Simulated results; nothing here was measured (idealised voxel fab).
Proc. module: voxel capacitor over wiring
Square cells of 5 nm make up the cross-section cut, whose width is 240 nm.
In what follows, cross-sections appear as grids of square cells, described through bands that run from the top down, where every band is one or more rows of cells.
Band entry format. Leading values: height of top, height of bottom, nm. Remainder: materials in left-to-right order, each with its width in nm. Special words: "everywhere" on a single material, which then fills the band edge to edge; "blank", empty space.
Height datum 0, below which the as-received substrate wafer is one material. Lowest band open at the bottom, running downward: "top 0, no bottom".
Graded width ("30 to 40"): value in top row of band = first number; value in bottom row = second number; row-to-row change constant.
"remained the same" -> step changed no cross-section cell.
Each empty space that has no open way to the top and spans at least 8 cells appears under "Closed cavities" as width x height at distance, the distance counted from the left edge, all in nm.
Whatever follows a step's settings on its line is a remark the simulator itself makes about that step.
overlay nm: mask offset rightward from planned place, masked step; negative means leftward offset.
Quick note on how to read the rest: it's all pairs. You get the cross-section before a process step and the one after, but the after one only goes down as far as the lowest band that changed. The step in between, with its settings, sits under the pair. Heads up, the pairs can come from different runs of this module on the same starting wafer, so don't assume a pair picks up from the one above unless its "before" entry says it does.
before:
> top 60, bottom 35 = 70 of blank / 20 of Ru / 55 of blank / 20 of Ru / 75 of blank
> top 35, bottom 30 = 70 of blank / 20 of TiN / 55 of blank / 20 of TiN / 75 of blank
> top 30, bottom 0 = SiO2 everywhere
> top 0, no bottom = Si everywhere
> Closed cavities: none
Cut View, Post-Step:
> top 65, bottom 60 = 65 of blank / 30 of SiCN / 45 of blank / 30 of SiCN / 70 of blank
> top 60, bottom 35 = 65 of blank / 5 of SiCN / 20 of Ru / 5 of SiCN / 45 of blank / 5 of SiCN / 20 of Ru / 5 of SiCN / 70 of blank
> top 35, bottom 30 = 70 of SiCN / 20 of TiN / 55 of SiCN / 20 of TiN / 75 of SiCN
> Note: structure below 30 unchanged.
> Closed cavities: none
Step that separates the before view from the after view above: CONFORMAL_DEP,material SiCN,thk nm 5
before: taken from the pair above, after panel.
Cut View, Post-Step:
> top 70, bottom 65 = lowk everywhere
> top 65, bottom 60 = 65 of lowk / 30 of SiCN / 45 of lowk / 30 of SiCN / 70 of lowk
> top 60, bottom 35 = 65 of lowk / 5 of SiCN / 20 of Ru / 5 of SiCN / 45 of lowk / 5 of SiCN / 20 of Ru / 5 of SiCN / 70 of lowk
> Note: structure below 35 unchanged.
> Closed cavities: none
Step that separates the before view from the after view above: FILL_DEP,material lowk,thk nm 5
before: taken from the pair above, after panel.
Cut View, Post-Step:
> top 45, bottom 35 = 65 of lowk / 5 of SiCN / 20 of Ru / 5 of SiCN / 45 of lowk / 5 of SiCN / 20 of Ru / 5 of SiCN / 70 of lowk
> Note: structure below 35 unchanged.
> Closed cavities: none
Step that separates the before view from the after view above: CMP,height nm 45
before: taken from the pair above, after panel.
Cut View, Post-Step:
> top 50, bottom 45 = SiCN everywhere
> Note: structure below 45 unchanged.
> Closed cavities: none
Step that separates the before view from the after view above: CONFORMAL_DEP,material SiCN,thk nm 5
before: taken from the pair above, after panel.
Cut View, Post-Step:
> top 65, bottom 50 = SiO2 everywhere
> Note: structure below 50 unchanged.
> Closed cavities: none
Step that separates the before view from the after view above: DIRECTIONAL_DEP,material SiO2,thk nm 15
before: taken from the pair above, after panel.
Cut View, Post-Step:
> top 85, bottom 65 = 75 of resist / 15 of blank / 150 of resist
> Note: structure below 65 unchanged.
> Closed cavities: none
Step that separates the before view from the after view above: PATTERN,tone open,mask id PLUG_1,material resist,width nm 15,thk nm 20,overlay nm 0
before: taken from the pair above, after panel.
Cut View, Post-Step:
> top 85, bottom 65 = 75 of resist / 15 of blank / 150 of resist
> top 65, bottom 50 = 75 of SiO2 / 15 of blank / 150 of SiO2
> Note: structure below 50 unchanged.
> Closed cavities: none
Step that separates the before view from the after view above: DIRECTIONAL_ETCH,etch materials SiO2,depth nm 15
before: taken from the pair above, after panel.
Cut View, Post-Step:
> top 85, bottom 65 = 75 of resist / 15 of blank / 150 of resist
> top 65, bottom 50 = 75 of SiO2 / 15 of blank / 150 of SiO2
> top 50, bottom 45 = 75 of SiCN / 15 of blank / 150 of SiCN
> Note: structure below 45 unchanged.
> Closed cavities: none
Step that separates the before view from the after view above: DIRECTIONAL_ETCH,etch materials SiCN,depth nm 5
before: taken from the pair above, after panel.
Cut View, Post-Step:
> top 65, bottom 50 = 75 of SiO2 / 15 of blank / 150 of SiO2
> Note: structure below 50 unchanged.
> Closed cavities: none
Step that separates the before view from the after view above: STRIP,etch materials resist
before: taken from the pair above, after panel.
Cut View, Post-Step:
> top 70, bottom 65 = 80 of TiN / 5 of blank / 155 of TiN
> top 65, bottom 50 = 75 of SiO2 / 5 of TiN / 5 of blank / 5 of TiN / 150 of SiO2
> top 50, bottom 45 = 75 of SiCN / 15 of TiN / 150 of SiCN
> Note: structure below 45 unchanged.
> Closed cavities: none
Step that separates the before view from the after view above: CONFORMAL_DEP,material TiN,thk nm 5
before: taken from the pair above, after panel.
Cut View, Post-Step:
> top 75, bottom 70 = Ru everywhere
> top 70, bottom 65 = 80 of TiN / 5 of Ru / 155 of TiN
> top 65, bottom 50 = 75 of SiO2 / 5 of TiN / 5 of Ru / 5 of TiN / 150 of SiO2
> Note: structure below 50 unchanged.
> Closed cavities: none
Step that separates the before view from the after view above: FILL_DEP,material Ru,thk nm 5
before: taken from the pair above, after panel.
Cut View, Post-Step:
> top 65, bottom 50 = 75 of SiO2 / 5 of TiN / 5 of Ru / 5 of TiN / 150 of SiO2
> Note: structure below 50 unchanged.
> Closed cavities: none
Step that separates the before view from the after view above: CMP,height nm 65
before: taken from the pair above, after panel.
Cut View, Post-Step:
> top 75, bottom 65 = TiN everywhere
> Note: structure below 65 unchanged.
> Closed cavities: none
Step that separates the before view from the after view above: DIRECTIONAL_DEP,material TiN,thk nm 10
before: taken from the pair above, after panel.
Cut View, Post-Step:
> top 80, bottom 75 = HfO2 everywhere
> Note: structure below 75 unchanged.
> Closed cavities: none
Step that separates the before view from the after view above: DIRECTIONAL_DEP,material HfO2,thk nm 5
before: taken from the pair above, after panel.
Cut View, Post-Step:
> top 85, bottom 80 = TiN everywhere
> Note: structure below 80 unchanged.
> Closed cavities: none
Step that separates the before view from the after view above: DIRECTIONAL_DEP,material TiN,thk nm 5
before: taken from the pair above, after panel.
Cut View, Post-Step:
> top 85, bottom 80 = 75 of blank / 60 of TiN / 105 of blank
> Note: structure below 80 unchanged.
> Closed cavities: none
Step that separates the before view from the after view above: MASKED_ETCH,tone cover,mask id UPPER_PLATE,width nm 60,etch materials TiN,depth nm 5,overlay nm 0
before: taken from the pair above, after panel.
Cut View, Post-Step:
> top 85, bottom 80 = 75 of blank / 60 of TiN / 105 of blank
> top 80, bottom 75 = 75 of blank / 60 of HfO2 / 105 of blank
> Note: structure below 75 unchanged.
> Closed cavities: none
Step that separates the before view from the after view above: MASKED_ETCH,tone cover,mask id UPPER_PLATE,width nm 60,etch materials HfO2,depth nm 5,overlay nm 0
before: taken from the pair above, after panel.
Cut View, Post-Step:
> top 100, bottom 85 = 70 of blank / 70 of resist / 100 of blank
> top 85, bottom 80 = 70 of blank / 5 of resist / 60 of TiN / 5 of resist / 100 of blank
> top 80, bottom 75 = 70 of blank / 5 of resist / 60 of HfO2 / 5 of resist / 100 of blank
> Note: structure below 75 unchanged.
> Closed cavities: none
Step that separates the before view from the after view above: PATTERN,tone cover,mask id LOWER_PLATE,material resist,width nm 70,thk nm 15,overlay nm 0
before: taken from the pair above, after panel.
Cut View, Post-Step:
> top 100, bottom 85 = 70 of blank / 70 of resist / 100 of blank
> top 85, bottom 80 = 70 of blank / 5 of resist / 60 of TiN / 5 of resist / 100 of blank
> top 80, bottom 75 = 70 of blank / 5 of resist / 60 of HfO2 / 5 of resist / 100 of blank
> top 75, bottom 65 = 70 of blank / 70 of TiN / 100 of blank
> Note: structure below 65 unchanged.
> Closed cavities: none
Step that separates the before view from the after view above: DIRECTIONAL_ETCH,etch materials TiN,depth nm 10
before: taken from the pair above, after panel.
Cut View, Post-Step:
> top 85, bottom 80 = 75 of blank / 60 of TiN / 105 of blank
> top 80, bottom 75 = 75 of blank / 60 of HfO2 / 105 of blank
> Note: structure below 75 unchanged.
> Closed cavities: none
Step that separates the before view from the after view above: STRIP,etch materials resist
before: taken from the pair above, after panel.
Cut View, Post-Step:
> top 105, bottom 85 = SiO2 everywhere
> top 85, bottom 80 = 75 of SiO2 / 60 of TiN / 105 of SiO2
> top 80, bottom 75 = 75 of SiO2 / 60 of HfO2 / 105 of SiO2
> top 75, bottom 65 = 70 of SiO2 / 70 of TiN / 100 of SiO2
> Note: structure below 65 unchanged.
> Closed cavities: none
Step that separates the before view from the after view above: FILL_DEP,material SiO2,thk nm 20
before: taken from the pair above, after panel.
Cut View, Post-Step:
> top 100, bottom 85 = SiO2 everywhere
> Note: structure below 85 unchanged.
> Closed cavities: none
Step that separates the before view from the after view above: CMP,height nm 100
before: taken from the pair above, after panel.
Cut View, Post-Step:
> top 110, bottom 100 = aC everywhere
> Note: structure below 100 unchanged.
> Closed cavities: none
Step that separates the before view from the after view above: DIRECTIONAL_DEP,material aC,thk nm 10
before: taken from the pair above, after panel.
Cut View, Post-Step:
> top 140, bottom 110 = 85 of resist / 15 of blank / 140 of resist
> Note: structure below 110 unchanged.
> Closed cavities: none
Step that separates the before view from the after view above: PATTERN,tone open,mask id PLUG_2,material resist,width nm 15,thk nm 30,overlay nm 0
before: taken from the pair above, after panel.
Cut View, Post-Step:
> top 130, bottom 110 = 85 of resist / 15 of blank / 140 of resist
> top 110, bottom 100 = 85 of aC / 15 of blank / 140 of aC
> Note: structure below 100 unchanged.
> Closed cavities: none
Step that separates the before view from the after view above: DIRECTIONAL_ETCH,etch materials aC,depth nm 10
before: taken from the pair above, after panel.
Cut View, Post-Step:
> top 110, bottom 100 = 85 of aC / 15 of blank / 140 of aC
> Note: structure below 100 unchanged.
> Closed cavities: none
Step that separates the before view from the after view above: STRIP,etch materials resist
before: taken from the pair above, after panel.
Cut View, Post-Step:
> top 110, bottom 100 = 85 of aC / 15 of blank / 140 of aC
> top 100, bottom 85 = 85 of SiO2 / 15 of blank / 140 of SiO2
> Note: structure below 85 unchanged.
> Closed cavities: none
Step that separates the before view from the after view above: DIRECTIONAL_ETCH,etch materials SiO2,depth nm 15
before: taken from the pair above, after panel.
Cut View, Post-Step:
> top 100, bottom 85 = 85 of SiO2 / 15 of blank / 140 of SiO2
> Note: structure below 85 unchanged.
> Closed cavities: none
Step that separates the before view from the after view above: STRIP,etch materials aC
before: taken from the pair above, after panel.
Cut View, Post-Step:
> top 105, bottom 100 = 90 of TiN / 5 of blank / 145 of TiN
> top 100, bottom 90 = 85 of SiO2 / 5 of TiN / 5 of blank / 5 of TiN / 140 of SiO2
> top 90, bottom 80 = 85 to 75 of SiO2 / 15 to 60 of TiN / 140 to 105 of SiO2
> Note: structure below 80 unchanged.
> Closed cavities: none
Step that separates the before view from the after view above: CONFORMAL_DEP,material TiN,thk nm 5
before: taken from the pair above, after panel.
Cut View, Post-Step:
> top 110, bottom 105 = W everywhere
> top 105, bottom 100 = 90 of TiN / 5 of W / 145 of TiN
> top 100, bottom 90 = 85 of SiO2 / 5 of TiN / 5 of W / 5 of TiN / 140 of SiO2
> Note: structure below 90 unchanged.
> Closed cavities: none
Step that separates the before view from the after view above: FILL_DEP,material W,thk nm 5
before: taken from the pair above, after panel.
Cut View, Post-Step:
> top 100, bottom 90 = 85 of SiO2 / 5 of TiN / 5 of W / 5 of TiN / 140 of SiO2
> Note: structure below 90 unchanged.
> Closed cavities: none
Step that separates the before view from the after view above: CMP,height nm 100
before: taken from the pair above, after panel.
Cut View, Post-Step:
> top 105, bottom 100 = SiCN everywhere
> Note: structure below 100 unchanged.
> Closed cavities: none
Step that separates the before view from the after view above: CONFORMAL_DEP,material SiCN,thk nm 5
before:
> top 45, bottom 20 = 65 of lowk / 5 of SiCN / 20 of Ru / 5 of SiCN / 45 of lowk / 5 of SiCN / 20 of Ru / 5 of SiCN / 70 of lowk
> top 20, bottom 15 = 70 of SiCN / 20 of TiN / 55 of SiCN / 20 of TiN / 75 of SiCN
> top 15, bottom 0 = SiO2 everywhere
> top 0, no bottom = Si everywhere
> Closed cavities: none
Cut View, Post-Step:
> top 60, bottom 45 = SiO2 everywhere
> Note: structure below 45 unchanged.
> Closed cavities: none
Step that separates the before view from the after view above: DIRECTIONAL_DEP,material SiO2,thk nm 15
before: taken from the pair above, after panel.
Cut View, Post-Step:
> top 65, bottom 60 = SiCN everywhere
> Note: structure below 60 unchanged.
> Closed cavities: none
Step that separates the before view from the after view above: CONFORMAL_DEP,material SiCN,thk nm 5
before: taken from the pair above, after panel.
Cut View, Post-Step:
> top 85, bottom 65 = 75 of resist / 15 of blank / 150 of resist
> Note: structure below 65 unchanged.
> Closed cavities: none
Step that separates the before view from the after view above: PATTERN,tone open,mask id PLUG_1,material resist,width nm 15,thk nm 20,overlay nm 0
before: taken from the pair above, after panel.
Cut View, Post-Step:
> top 85, bottom 65 = 75 of resist / 15 of blank / 150 of resist
> top 65, bottom 60 = 75 of SiCN / 15 of blank / 150 of SiCN
> Note: structure below 60 unchanged.
> Closed cavities: none
Step that separates the before view from the after view above: DIRECTIONAL_ETCH,etch materials SiCN,depth nm 5
before: taken from the pair above, after panel.
Cut View, Post-Step:
> top 65, bottom 60 = 75 of SiCN / 15 of blank / 150 of SiCN
> Note: structure below 60 unchanged.
> Closed cavities: none
Step that separates the before view from the after view above: STRIP,etch materials resist
before: taken from the pair above, after panel.
Cut View, Post-Step:
> top 70, bottom 65 = 80 of TiN / 5 of blank / 155 of TiN
> top 65, bottom 60 = 75 of SiCN / 15 of TiN / 150 of SiCN
> Note: structure below 60 unchanged.
> Closed cavities: none
Step that separates the before view from the after view above: CONFORMAL_DEP,material TiN,thk nm 5
before: taken from the pair above, after panel.
Cut View, Post-Step:
> top 75, bottom 70 = Ru everywhere
> top 70, bottom 65 = 80 of TiN / 5 of Ru / 155 of TiN
> Note: structure below 65 unchanged.
> Closed cavities: none
Step that separates the before view from the after view above: FILL_DEP,material Ru,thk nm 5
before: taken from the pair above, after panel.
Cut View, Post-Step:
> top 65, bottom 60 = 75 of SiCN / 15 of TiN / 150 of SiCN
> Note: structure below 60 unchanged.
> Closed cavities: none
Step that separates the before view from the after view above: CMP,height nm 65
before: taken from the pair above, after panel.
Cut View, Post-Step:
> top 75, bottom 65 = TiN everywhere
> Note: structure below 65 unchanged.
> Closed cavities: none
Step that separates the before view from the after view above: DIRECTIONAL_DEP,material TiN,thk nm 10
before: taken from the pair above, after panel.
Cut View, Post-Step:
> top 80, bottom 75 = HfO2 everywhere
> Note: structure below 75 unchanged.
> Closed cavities: none
Step that separates the before view from the after view above: DIRECTIONAL_DEP,material HfO2,thk nm 5
before: taken from the pair above, after panel.
Cut View, Post-Step:
> top 85, bottom 80 = TiN everywhere
> Note: structure below 80 unchanged.
> Closed cavities: none
Step that separates the before view from the after view above: DIRECTIONAL_DEP,material TiN,thk nm 5
before: taken from the pair above, after panel.
Cut View, Post-Step:
> top 85, bottom 80 = 75 of blank / 60 of TiN / 105 of blank
> Note: structure below 80 unchanged.
> Closed cavities: none
Step that separates the before view from the after view above: MASKED_ETCH,tone cover,mask id UPPER_PLATE,width nm 60,etch materials TiN,depth nm 5,overlay nm 0
before: taken from the pair above, after panel.
Cut View, Post-Step:
> top 85, bottom 80 = 75 of blank / 60 of TiN / 105 of blank
> top 80, bottom 75 = 75 of blank / 60 of HfO2 / 105 of blank
> Note: structure below 75 unchanged.
> Closed cavities: none
Step that separates the before view from the after view above: MASKED_ETCH,tone cover,mask id UPPER_PLATE,width nm 60,etch materials HfO2,depth nm 5,overlay nm 0
before: taken from the pair above, after panel.
Cut View, Post-Step:
> top 100, bottom 85 = 70 of blank / 70 of resist / 100 of blank
> top 85, bottom 80 = 70 of blank / 5 of resist / 60 of TiN / 5 of resist / 100 of blank
> top 80, bottom 75 = 70 of blank / 5 of resist / 60 of HfO2 / 5 of resist / 100 of blank
> Note: structure below 75 unchanged.
> Closed cavities: none
Step that separates the before view from the after view above: PATTERN,tone cover,mask id LOWER_PLATE,material resist,width nm 70,thk nm 15,overlay nm 0
before: taken from the pair above, after panel.
Cut View, Post-Step:
> top 100, bottom 85 = 70 of blank / 70 of resist / 100 of blank
> top 85, bottom 80 = 70 of blank / 5 of resist / 60 of TiN / 5 of resist / 100 of blank
> top 80, bottom 75 = 70 of blank / 5 of resist / 60 of HfO2 / 5 of resist / 100 of blank
> top 75, bottom 65 = 70 of blank / 70 of TiN / 100 of blank
> Note: structure below 65 unchanged.
> Closed cavities: none
Step that separates the before view from the after view above: DIRECTIONAL_ETCH,etch materials TiN,depth nm 10
before: taken from the pair above, after panel.
Cut View, Post-Step:
> top 85, bottom 80 = 75 of blank / 60 of TiN / 105 of blank
> top 80, bottom 75 = 75 of blank / 60 of HfO2 / 105 of blank
> Note: structure below 75 unchanged.
> Closed cavities: none
Step that separates the before view from the after view above: STRIP,etch materials resist
before: taken from the pair above, after panel.
Cut View, Post-Step:
> top 105, bottom 85 = SiO2 everywhere
> top 85, bottom 80 = 75 of SiO2 / 60 of TiN / 105 of SiO2
> top 80, bottom 75 = 75 of SiO2 / 60 of HfO2 / 105 of SiO2
> top 75, bottom 65 = 70 of SiO2 / 70 of TiN / 100 of SiO2
> Note: structure below 65 unchanged.
> Closed cavities: none
Step that separates the before view from the after view above: FILL_DEP,material SiO2,thk nm 20
before: taken from the pair above, after panel.
Cut View, Post-Step:
> top 100, bottom 85 = SiO2 everywhere
> Note: structure below 85 unchanged.
> Closed cavities: none
Step that separates the before view from the after view above: CMP,height nm 100
before: taken from the pair above, after panel.
Cut View, Post-Step:
> top 110, bottom 100 = aC everywhere
> Note: structure below 100 unchanged.
> Closed cavities: none
Step that separates the before view from the after view above: DIRECTIONAL_DEP,material aC,thk nm 10
before: taken from the pair above, after panel.
Cut View, Post-Step:
> top 140, bottom 110 = 85 of resist / 15 of blank / 140 of resist
> Note: structure below 110 unchanged.
> Closed cavities: none
Step that separates the before view from the after view above: PATTERN,tone open,mask id PLUG_2,material resist,width nm 15,thk nm 30,overlay nm 0
before: taken from the pair above, after panel.
Cut View, Post-Step:
> top 130, bottom 110 = 85 of resist / 15 of blank / 140 of resist
> top 110, bottom 100 = 85 of aC / 15 of blank / 140 of aC
> Note: structure below 100 unchanged.
> Closed cavities: none
Step that separates the before view from the after view above: DIRECTIONAL_ETCH,etch materials aC,depth nm 10
before: taken from the pair above, after panel.
Cut View, Post-Step:
> top 110, bottom 100 = 85 of aC / 15 of blank / 140 of aC
> Note: structure below 100 unchanged.
> Closed cavities: none
Step that separates the before view from the after view above: STRIP,etch materials resist
before: taken from the pair above, after panel.
Cut View, Post-Step:
> top 110, bottom 100 = 85 of aC / 15 of blank / 140 of aC
> top 100, bottom 85 = 85 of SiO2 / 15 of blank / 140 of SiO2
> Note: structure below 85 unchanged.
> Closed cavities: none
Step that separates the before view from the after view above: DIRECTIONAL_ETCH,etch materials SiO2,depth nm 15
before: taken from the pair above, after panel.
Cut View, Post-Step:
> top 100, bottom 85 = 85 of SiO2 / 15 of blank / 140 of SiO2
> Note: structure below 85 unchanged.
> Closed cavities: none
Step that separates the before view from the after view above: STRIP,etch materials aC
before: taken from the pair above, after panel.
Cut View, Post-Step:
> top 105, bottom 100 = 90 of TiN / 5 of blank / 145 of TiN
> top 100, bottom 90 = 85 of SiO2 / 5 of TiN / 5 of blank / 5 of TiN / 140 of SiO2
> top 90, bottom 80 = 85 to 75 of SiO2 / 15 to 60 of TiN / 140 to 105 of SiO2
> Note: structure below 80 unchanged.
> Closed cavities: none
Step that separates the before view from the after view above: CONFORMAL_DEP,material TiN,thk nm 5
before: taken from the pair above, after panel.
Cut View, Post-Step:
> top 110, bottom 105 = W everywhere
> top 105, bottom 100 = 90 of TiN / 5 of W / 145 of TiN
> top 100, bottom 90 = 85 of SiO2 / 5 of TiN / 5 of W / 5 of TiN / 140 of SiO2
> Note: structure below 90 unchanged.
> Closed cavities: none
Step that separates the before view from the after view above: FILL_DEP,material W,thk nm 5
before: taken from the pair above, after panel.
Cut View, Post-Step:
> top 100, bottom 90 = 85 of SiO2 / 5 of TiN / 5 of W / 5 of TiN / 140 of SiO2
> Note: structure below 90 unchanged.
> Closed cavities: none
Step that separates the before view from the after view above: CMP,height nm 100
before: taken from the pair above, after panel.
Cut View, Post-Step:
> top 105, bottom 100 = SiCN everywhere
> Note: structure below 100 unchanged.
> Closed cavities: none
Step that separates the before view from the after view above: CONFORMAL_DEP,material SiCN,thk nm 5
before:
> top 80, bottom 75 = HfO2 everywhere
> top 75, bottom 65 = TiN everywhere
> top 65, bottom 50 = 75 of SiO2 / 5 of TiN / 5 of Ru / 5 of TiN / 150 of SiO2
> top 50, bottom 45 = 75 of SiCN / 15 of TiN / 150 of SiCN
> top 45, bottom 20 = 65 of lowk / 5 of SiCN / 20 of Ru / 5 of SiCN / 45 of lowk / 5 of SiCN / 20 of Ru / 5 of SiCN / 70 of lowk
> top 20, bottom 15 = 70 of SiCN / 20 of TiN / 55 of SiCN / 20 of TiN / 75 of SiCN
> top 15, bottom 0 = SiO2 everywhere
> top 0, no bottom = Si everywhere
> Closed cavities: none
Cut View, Post-Step:
> top 95, bottom 80 = TiN everywhere
> Note: structure below 80 unchanged.
> Closed cavities: none
Step that separates the before view from the after view above: DIRECTIONAL_DEP,material TiN,thk nm 15
before: taken from the pair above, after panel.
Cut View, Post-Step:
> top 95, bottom 90 = 75 of blank / 60 of TiN / 105 of blank
> Note: structure below 90 unchanged.
> Closed cavities: none
Step that separates the before view from the after view above: MASKED_ETCH,tone cover,mask id UPPER_PLATE,width nm 60,etch materials TiN,depth nm 5,overlay nm 0
before: taken from the pair above, after panel.
Cut View, Post-Step:
> top 110, bottom 95 = 70 of blank / 70 of resist / 100 of blank
> top 95, bottom 90 = 70 of blank / 5 of resist / 60 of TiN / 5 of resist / 100 of blank
> Note: structure below 90 unchanged.
> Closed cavities: none
Step that separates the before view from the after view above: PATTERN,tone cover,mask id LOWER_PLATE,material resist,width nm 70,thk nm 15,overlay nm 0
before: taken from the pair above, after panel.
Cut View, Post-Step:
> top 110, bottom 95 = 70 of blank / 70 of resist / 100 of blank
> top 95, bottom 90 = 70 of blank / 5 of resist / 60 of TiN / 5 of resist / 100 of blank
> top 90, bottom 80 = 70 of blank / 70 of TiN / 100 of blank
> Note: structure below 80 unchanged.
> Closed cavities: none
Step that separates the before view from the after view above: DIRECTIONAL_ETCH,etch materials TiN,depth nm 10
before: taken from the pair above, after panel.
Cut View, Post-Step:
> top 95, bottom 90 = 75 of blank / 60 of TiN / 105 of blank
> Note: structure below 90 unchanged.
> Closed cavities: none
Step that separates the before view from the after view above: STRIP,etch materials resist
before: taken from the pair above, after panel.
Cut View, Post-Step:
> top 115, bottom 95 = SiO2 everywhere
> top 95, bottom 90 = 75 of SiO2 / 60 of TiN / 105 of SiO2
> top 90, bottom 80 = 70 of SiO2 / 70 of TiN / 100 of SiO2
> Note: structure below 80 unchanged.
> Closed cavities: none
Step that separates the before view from the after view above: FILL_DEP,material SiO2,thk nm 20
before: taken from the pair above, after panel.
Cut View, Post-Step:
> top 100, bottom 95 = SiO2 everywhere
> Note: structure below 95 unchanged.
> Closed cavities: none
Step that separates the before view from the after view above: CMP,height nm 100
before: taken from the pair above, after panel.
Cut View, Post-Step:
> top 110, bottom 100 = aC everywhere
> Note: structure below 100 unchanged.
> Closed cavities: none
Step that separates the before view from the after view above: DIRECTIONAL_DEP,material aC,thk nm 10
before: taken from the pair above, after panel.
Cut View, Post-Step:
> top 140, bottom 110 = 85 of resist / 15 of blank / 140 of resist
> Note: structure below 110 unchanged.
> Closed cavities: none
Step that separates the before view from the after view above: PATTERN,tone open,mask id PLUG_2,material resist,width nm 15,thk nm 30,overlay nm 0
before: taken from the pair above, after panel.
Cut View, Post-Step:
> top 130, bottom 110 = 85 of resist / 15 of blank / 140 of resist
> top 110, bottom 100 = 85 of aC / 15 of blank / 140 of aC
> Note: structure below 100 unchanged.
> Closed cavities: none
Step that separates the before view from the after view above: DIRECTIONAL_ETCH,etch materials aC,depth nm 10
before: taken from the pair above, after panel.
Cut View, Post-Step:
> top 110, bottom 100 = 85 of aC / 15 of blank / 140 of aC
> Note: structure below 100 unchanged.
> Closed cavities: none
Step that separates the before view from the after view above: STRIP,etch materials resist
before: taken from the pair above, after panel.
Cut View, Post-Step:
> top 110, bottom 100 = 85 of aC / 15 of blank / 140 of aC
> top 100, bottom 95 = 85 of SiO2 / 15 of blank / 140 of SiO2
> Note: structure below 95 unchanged.
> Closed cavities: none
Step that separates the before view from the after view above: DIRECTIONAL_ETCH,etch materials SiO2,depth nm 15
before: taken from the pair above, after panel.
Cut View, Post-Step:
> top 100, bottom 95 = 85 of SiO2 / 15 of blank / 140 of SiO2
> Note: structure below 95 unchanged.
> Closed cavities: none
Step that separates the before view from the after view above: STRIP,etch materials aC
before: taken from the pair above, after panel.
Cut View, Post-Step:
> top 105, bottom 100 = 90 of TiN / 5 of blank / 145 of TiN
> top 100, bottom 90 = 85 to 75 of SiO2 / 15 to 60 of TiN / 140 to 105 of SiO2
> Note: structure below 90 unchanged.
> Closed cavities: none
Step that separates the before view from the after view above: CONFORMAL_DEP,material TiN,thk nm 5
before: taken from the pair above, after panel.
Cut View, Post-Step:
> top 110, bottom 105 = W everywhere
> top 105, bottom 100 = 90 of TiN / 5 of W / 145 of TiN
> Note: structure below 100 unchanged.
> Closed cavities: none
Step that separates the before view from the after view above: FILL_DEP,material W,thk nm 5
before: taken from the pair above, after panel.
Cut View, Post-Step:
> top 100, bottom 90 = 85 to 75 of SiO2 / 15 to 60 of TiN / 140 to 105 of SiO2
> Note: structure below 90 unchanged.
> Closed cavities: none
Step that separates the before view from the after view above: CMP,height nm 100
before: taken from the pair above, after panel.
Cut View, Post-Step:
> top 105, bottom 100 = SiCN everywhere
> Note: structure below 100 unchanged.
> Closed cavities: none
Step that separates the before view from the after view above: CONFORMAL_DEP,material SiCN,thk nm 5
before:
> top 85, bottom 80 = TiN everywhere
> top 80, bottom 75 = HfO2 everywhere
> top 75, bottom 65 = TiN everywhere
> top 65, bottom 50 = 75 of SiO2 / 5 of TiN / 5 of Ru / 5 of TiN / 150 of SiO2
> top 50, bottom 45 = 75 of SiCN / 15 of TiN / 150 of SiCN
> top 45, bottom 20 = 65 of lowk / 5 of SiCN / 20 of Ru / 5 of SiCN / 45 of lowk / 5 of SiCN / 20 of Ru / 5 of SiCN / 70 of lowk
> top 20, bottom 15 = 70 of SiCN / 20 of TiN / 55 of SiCN / 20 of TiN / 75 of SiCN
> top 15, bottom 0 = SiO2 everywhere
> top 0, no bottom = Si everywhere
> Closed cavities: none
Cut View, Post-Step:
> top 85, bottom 80 = 70 of blank / 70 of TiN / 100 of blank
> Note: structure below 80 unchanged.
> Closed cavities: none
Step that separates the before view from the after view above: MASKED_ETCH,tone cover,mask id UPPER_PLATE,width nm 70,etch materials TiN,depth nm 5,overlay nm 0
before: taken from the pair above, after panel.
Cut View, Post-Step:
> top 85, bottom 80 = 70 of blank / 70 of TiN / 100 of blank
> top 80, bottom 75 = 70 of blank / 70 of HfO2 / 100 of blank
> Note: structure below 75 unchanged.
> Closed cavities: none
Step that separates the before view from the after view above: MASKED_ETCH,tone cover,mask id UPPER_PLATE,width nm 60,etch materials HfO2,depth nm 5,overlay nm 0
before: taken from the pair above, after panel.
Cut View, Post-Step:
> top 100, bottom 85 = 70 of blank / 70 of resist / 100 of blank
> Note: structure below 85 unchanged.
> Closed cavities: none
Step that separates the before view from the after view above: PATTERN,tone cover,mask id LOWER_PLATE,material resist,width nm 70,thk nm 15,overlay nm 0
before: taken from the pair above, after panel.
Cut View, Post-Step:
> top 100, bottom 85 = 70 of blank / 70 of resist / 100 of blank
> top 85, bottom 80 = 70 of blank / 70 of TiN / 100 of blank
> top 80, bottom 75 = 70 of blank / 70 of HfO2 / 100 of blank
> top 75, bottom 65 = 70 of blank / 70 of TiN / 100 of blank
> Note: structure below 65 unchanged.
> Closed cavities: none
Step that separates the before view from the after view above: DIRECTIONAL_ETCH,etch materials TiN,depth nm 10
before: taken from the pair above, after panel.
Cut View, Post-Step:
> top 85, bottom 80 = 70 of blank / 70 of TiN / 100 of blank
> Note: structure below 80 unchanged.
> Closed cavities: none
Step that separates the before view from the after view above: STRIP,etch materials resist
before: taken from the pair above, after panel.
Cut View, Post-Step:
> top 105, bottom 85 = SiO2 everywhere
> top 85, bottom 80 = 70 of SiO2 / 70 of TiN / 100 of SiO2
> top 80, bottom 75 = 70 of SiO2 / 70 of HfO2 / 100 of SiO2
> top 75, bottom 65 = 70 of SiO2 / 70 of TiN / 100 of SiO2
> Note: structure below 65 unchanged.
> Closed cavities: none
Step that separates the before view from the after view above: FILL_DEP,material SiO2,thk nm 20
before: taken from the pair above, after panel.
Cut View, Post-Step:
> top 100, bottom 85 = SiO2 everywhere
> Note: structure below 85 unchanged.
> Closed cavities: none
Step that separates the before view from the after view above: CMP,height nm 100
before: taken from the pair above, after panel.
Cut View, Post-Step:
> top 110, bottom 100 = aC everywhere
> Note: structure below 100 unchanged.
> Closed cavities: none
Step that separates the before view from the after view above: DIRECTIONAL_DEP,material aC,thk nm 10
before: taken from the pair above, after panel.
Cut View, Post-Step:
> top 140, bottom 110 = 85 of resist / 15 of blank / 140 of resist
> Note: structure below 110 unchanged.
> Closed cavities: none
Step that separates the before view from the after view above: PATTERN,tone open,mask id PLUG_2,material resist,width nm 15,thk nm 30,overlay nm 0
before: taken from the pair above, after panel.
Cut View, Post-Step:
> top 130, bottom 110 = 85 of resist / 15 of blank / 140 of resist
> top 110, bottom 100 = 85 of aC / 15 of blank / 140 of aC
> Note: structure below 100 unchanged.
> Closed cavities: none
Step that separates the before view from the after view above: DIRECTIONAL_ETCH,etch materials aC,depth nm 10
before: taken from the pair above, after panel.
Cut View, Post-Step:
> top 110, bottom 100 = 85 of aC / 15 of blank / 140 of aC
> Note: structure below 100 unchanged.
> Closed cavities: none
Step that separates the before view from the after view above: STRIP,etch materials resist
